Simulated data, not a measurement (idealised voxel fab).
process module | voxel wiring stack
cross-section cut | 230 nm wide | cells 5 nm
A cross-section is a grid of square cells, given in bands from the top down. A band is one or more rows of cells.
Each band's line starts with the height of the band's top and of its bottom, in nm. Then come its materials from left to right, each with its width in nm. One material with "throughout" fills the band from edge to edge. "air" is empty space.
Height 0 is the level under which the wafer as received is all one material. The lowest band goes on downwards, as in "0 down".
A width such as "30 to 40" changes by the same amount from each row of cells to the next, from the band's top row to its bottom row.
"no change" after a step means that no cell of the cross-section changed.
closed voids: empty space of 8 cells or more with no open way to the top, each as width x height at its distance from the left edge, in nm
after a step's settings: what the simulator itself notes on the step
overlay nm, on a step with a mask: how far to the right of its planned place the mask lay; to the left if negative
plan
1 op RECEIVE | material Si
2 op CONFORMAL_DEP | material SiO2 | thk nm 10
3 op DIRECTIONAL_DEP | material TiN | thk nm 5
4 op DIRECTIONAL_DEP | material W | thk nm 25
5 op DIRECTIONAL_DEP | material aC | thk nm 15
6 op PATTERN | tone cover | mask id METAL_1 | material resist | width nm 20 | pitch nm 45 | thk nm 35 | overlay nm 0
7 op DIRECTIONAL_ETCH | etch materials aC | depth nm 15
8 op STRIP | etch materials resist
9 op DIRECTIONAL_ETCH | etch materials W | depth nm 25
10 op DIRECTIONAL_ETCH | etch materials TiN | depth nm 5
11 op STRIP | etch materials aC
12 op CONFORMAL_DEP | material SiCN | thk nm 5
13 op FILL_DEP | material lowk | thk nm 5
14 op CMP | height nm 40
15 op CONFORMAL_DEP | material SiCN | thk nm 5
16 op DIRECTIONAL_DEP | material SiO2 | thk nm 25
17 op MASKED_ETCH | tone open | mask id METAL_2 | width nm 20 | pitch nm 45 | etch materials SiO2 | depth nm 15 | overlay nm 0
18 op PATTERN | tone open | mask id METAL_2_HOLES | material resist | width nm 15 | pitch nm 90 | thk nm 15 | overlay nm 0
19 op DIRECTIONAL_ETCH | etch materials SiO2 | depth nm 10
20 op DIRECTIONAL_ETCH | etch materials SiCN | depth nm 5
21 op STRIP | etch materials resist
22 op CONFORMAL_DEP | material TiN | thk nm 5
23 op FILL_DEP | material Cu | thk nm 5
24 op CMP | height nm 70
25 op CONFORMAL_DEP | material SiCN | thk nm 5
as received, after step 1
  0 down: Si throughout
  closed voids: none
a wafer at the end: this start, this plan, one mistake
  75 to 70: SiCN throughout
  70 to 60: SiO2 30 | TiN 5 | Cu 10 | TiN 5 | SiO2 25 | TiN 5 | Cu 10 | TiN 5 | SiO2 25 | TiN 5 | Cu 10 | TiN 5 | SiO2 25 | TiN 5 | Cu 10 | TiN 5 | SiO2 45
  60 to 55: SiO2 30 | TiN 10 | Cu 5 | TiN 5 | SiO2 25 | TiN 20 | SiO2 25 | TiN 10 | Cu 5 | TiN 5 | SiO2 25 | TiN 20 | SiO2 45
  55 to 45: SiO2 35 | TiN 5 | Cu 5 | TiN 5 | SiO2 75 | TiN 5 | Cu 5 | TiN 5 | SiO2 90
  45 to 40: SiCN 35 | TiN 15 | SiCN 75 | TiN 15 | SiCN 90
  40 to 15: lowk 30 | SiCN 5 | W 20 | SiCN 5 | lowk 15 | SiCN 5 | W 20 | SiCN 5 | lowk 15 | SiCN 5 | W 20 | SiCN 5 | lowk 15 | SiCN 5 | W 20 | SiCN 5 | lowk 35
  15 to 10: SiCN 35 | TiN 20 | SiCN 25 | TiN 20 | SiCN 25 | TiN 20 | SiCN 25 | TiN 20 | SiCN 40
  10 to 0: SiO2 throughout
  0 down: Si throughout
  closed voids: none
what went wrong: step 17 ran as: op MASKED_ETCH | tone open | mask id METAL_2 | width nm 20 | pitch nm 45 | etch materials SiO2 | depth nm 15 | overlay nm -5
